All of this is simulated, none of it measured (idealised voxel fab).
process module | voxel self aligned vias
FYI the section here is cut, 255 nm wide, cells are 5 nm squares.
Just so we're on the same page, the cross-sections are grids of square cells, and they're listed out in bands top to bottom, each band one or more rows deep. Look at the band entry: it leads with the top's height and the bottom's height in nm. Then it lists the materials left to right, with a width in nm for each. The word "throughout" on a single material says that material fills the band edge to edge. The word "air" is empty space. Heads up on the height convention: 0 is the point under which the incoming wafer is all one material, and the lowest band has no bottom, it just keeps going down, like "0 nm and below". Note: "30..40" means the width goes from the first number (top row of the band) to the second number (bottom row) in equal steps per row of cells. It should be understood that the words "no modification", when stated for a given step, signify that the cross-section underwent no change in any of its cells during that step. Reported under the label "closed voids" are the empty spaces having no open way to the top and comprising 8 cells or more; the notation for each is width x height at distance, in which the distance is measured from the left edge and all three values are in nm. Read whatever lies past the settings on a step's line as the simulator's own remark about the step. The setting "overlay nm" may be written on the line of a step. When the step uses a mask, the value reports how far to the right of the planned place the mask lay, and a negative value reports that it lay to the left.

Steps in the process plan:
1 RECEIVE, material Si
2 CONFORMAL_DEP, material SiO2, thk nm 15
3 CONFORMAL_DEP, material SiCN, thk nm 5
4 DIRECTIONAL_DEP, material SiO2, thk nm 30
5 MASKED_ETCH, tone open, mask id LINES, width nm 25, pitch nm 65, etch materials SiO2, depth nm 30, overlay nm 0
6 CONFORMAL_DEP, material TiN, thk nm 5
7 FILL_DEP, material W, thk nm 5
8 CMP, height nm 50
9 SELECTIVE_ETCH, etch materials W Ru TiN, depth nm 5
10 FILL_DEP, material SiN, thk nm 10
11 CMP, height nm 50
12 DIRECTIONAL_DEP, material SiO2, thk nm 20
13 MASKED_ETCH, tone open, mask id VIAS, width nm 35, pitch nm 65, etch materials SiO2, depth nm 20, overlay nm 0
14 MASKED_ETCH, tone open, mask id VIAS, width nm 45, pitch nm 65, etch materials SiN, depth nm 5, overlay nm 0
15 CONFORMAL_DEP, material TiN, thk nm 5
16 FILL_DEP, material Cu, thk nm 5
17 CMP, height nm 70
18 CONFORMAL_DEP, material SiCN, thk nm 5
The width nm used in step 13 is not the same on every wafer, whereas the starting condition is; the value printed in the plan is the first wafer's.

Cross-sectional view of the first of several wafers in the as-received condition, corresponding to the state following step 1:
	0 nm and below | Si throughout
	closed voids: none

Per wafer, end of module: cells gained (+) or lost (-) per material since receipt, then closed voids:
width nm 35, +54 Cu, +102 SiCN, +489 SiO2, +84 TiN, +36 W, closed voids: none
width nm 40, +63 Cu, +102 SiCN, +477 SiO2, +87 TiN, +36 W, closed voids: none
width nm 45, +72 Cu, +102 SiCN, +465 SiO2, +90 TiN, +36 W, closed voids: none
width nm 50, +81 Cu, +102 SiCN, +453 SiO2, +93 TiN, +36 W, closed voids: none
